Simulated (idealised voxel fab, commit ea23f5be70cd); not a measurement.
process module | voxel released beams
cross-section cut | 180 nm wide | cells 5 nm
A cross-section is a grid of square cells, given in bands from the top down. A band is one or more rows of cells.
Each band's line starts with the height of the band's top and of its bottom, in nm. Then come its materials from left to right, each with its width in nm. One material with "throughout" fills the band from edge to edge. "air" is empty space.
Height 0 is the level under which the wafer as received is all one material. The lowest band goes on downwards, as in "0 down".
A width such as "30 to 40" changes by the same amount from each row of cells to the next, from the band's top row to its bottom row.
"no change" after a step means that no cell of the cross-section changed.
closed voids: empty space of 8 cells or more with no open way to the top, each as width x height at its distance from the left edge, in nm
after a step's settings: what the simulator itself notes on the step
overlay nm, on a step with a mask: how far to the right of its planned place the mask lay; to the left if negative
plan
1 op RECEIVE | material Si
2 op CONFORMAL_DEP | material SiN | thk nm 5
3 op DIRECTIONAL_DEP | material SiO2 | thk nm 10
4 op DIRECTIONAL_DEP | material aC | thk nm 15
5 op PATTERN | tone open | mask id ANCHOR | material resist | width nm 40 | thk nm 35 | overlay nm 0
6 op DIRECTIONAL_ETCH | etch materials aC | depth nm 15
7 op STRIP | etch materials resist
8 op DIRECTIONAL_ETCH | etch materials SiO2 | depth nm 10
9 op STRIP | etch materials aC
10 op CONFORMAL_DEP | material W | thk nm 15
11 op DIRECTIONAL_DEP | material aC | thk nm 10
12 op PATTERN | tone cover | mask id BEAM | material resist | width nm 100 | thk nm 25 | overlay nm 0
13 op DIRECTIONAL_ETCH | etch materials aC | depth nm 10
14 op STRIP | etch materials resist
15 op DIRECTIONAL_ETCH | etch materials W | depth nm 15
16 op STRIP | etch materials aC
17 op STRIP | etch materials SiO2
first wafer, as planned
as received, after step 1
  0 down: Si throughout
  closed voids: none
after step 2
  5 to 0: SiN throughout
  below 0: unchanged
after step 3
  15 to 5: SiO2 throughout
  below 5: unchanged
after step 4
  30 to 15: aC throughout
  below 15: unchanged
after step 5
  65 to 30: resist 40 | air 40 | resist 100
  below 30: unchanged
after step 6
  50 to 30: resist 40 | air 40 | resist 100
  30 to 15: aC 40 | air 40 | aC 100
  below 15: unchanged
after step 7
  30 to 15: aC 40 | air 40 | aC 100
  below 15: unchanged
after step 8
  30 to 15: aC 40 | air 40 | aC 100
  15 to 5: SiO2 40 | air 40 | SiO2 100
  below 5: unchanged
after step 9
  15 to 5: SiO2 40 | air 40 | SiO2 100
  below 5: unchanged
after step 10
  30 to 20: W 55 | air 10 | W 115
  20 to 15: W throughout
  15 to 5: SiO2 40 | W 40 | SiO2 100
  below 5: unchanged
after step 11
  40 to 30: aC 55 | air 10 | aC 115
  30 to 20: W 55 | aC 10 | W 115
  below 20: unchanged
after step 12
  65 to 40: air 35 | resist 100 | air 45
  40 to 30: aC 55 | resist 10 | aC 115
  below 30: unchanged
after step 13
  55 to 40: air 35 | resist 100 | air 45
  40 to 30: air 35 | aC 20 | resist 10 | aC 70 | air 45
  below 30: unchanged
after step 14
  40 to 30: air 35 | aC 20 | air 10 | aC 70 | air 45
  below 30: unchanged
after step 15
  40 to 30: air 35 | aC 20 | air 10 | aC 70 | air 45
  30 to 20: air 35 | W 20 | aC 10 | W 70 | air 45
  20 to 15: air 35 | W 100 | air 45
  below 15: unchanged
after step 16
  30 to 20: air 35 | W 20 | air 10 | W 70 | air 45
  below 20: unchanged
after step 17
  30 to 20: air 35 | W 20 | air 10 | W 70 | air 45
  20 to 15: air 35 | W 100 | air 45
  15 to 5: air 40 | W 40 | air 100
  below 5: unchanged
second wafer: like start, like plan, one mistake. Through step 4 it matches the first wafer
when step 5 should have ended
  65 to 30: air 40 | resist 40 | air 100
  below 30: unchanged
when step 6 should have ended
  50 to 30: air 40 | resist 40 | air 100
  30 to 15: air 40 | aC 40 | air 100
  below 15: unchanged
when step 7 should have ended
  30 to 15: air 40 | aC 40 | air 100
  below 15: unchanged
when step 8 should have ended
  30 to 15: air 40 | aC 40 | air 100
  15 to 5: air 40 | SiO2 40 | air 100
  below 5: unchanged
when step 9 should have ended
  15 to 5: air 40 | SiO2 40 | air 100
  below 5: unchanged
when step 10 should have ended
  30 to 20: air 25 | W 70 | air 85
  20 to 15: W throughout
  15 to 5: W 40 | SiO2 40 | W 100
  below 5: unchanged
when step 11 should have ended
  40 to 30: air 25 | aC 70 | air 85
  30 to 20: aC 25 | W 70 | aC 85
  below 20: unchanged
when step 12 should have ended
  65 to 40: air 35 | resist 100 | air 45
  40 to 30: air 25 | aC 70 | resist 40 | air 45
  below 30: unchanged
when step 13 should have ended
  55 to 40: air 35 | resist 100 | air 45
  40 to 30: air 35 | aC 60 | resist 40 | air 45
  30 to 20: air 25 | W 70 | aC 40 | air 45
  below 20: unchanged
when step 14 should have ended
  40 to 30: air 35 | aC 60 | air 85
  below 30: unchanged
when step 15 should have ended
  40 to 30: air 35 | aC 60 | air 85
  30 to 20: air 35 | W 60 | aC 40 | air 45
  20 to 15: air 35 | W 100 | air 45
  15 to 5: air 25 | W 15 | SiO2 40 | W 55 | air 45
  below 5: unchanged
when step 16 should have ended
  30 to 20: air 35 | W 60 | air 85
  below 20: unchanged
when step 17 should have ended: no change
what went wrong: step 5 ran as: op PATTERN | tone cover | mask id ANCHOR | material resist | width nm 40 | thk nm 35 | overlay nm 0
at the end the second wafer has, in cells: 16 more of SiO2
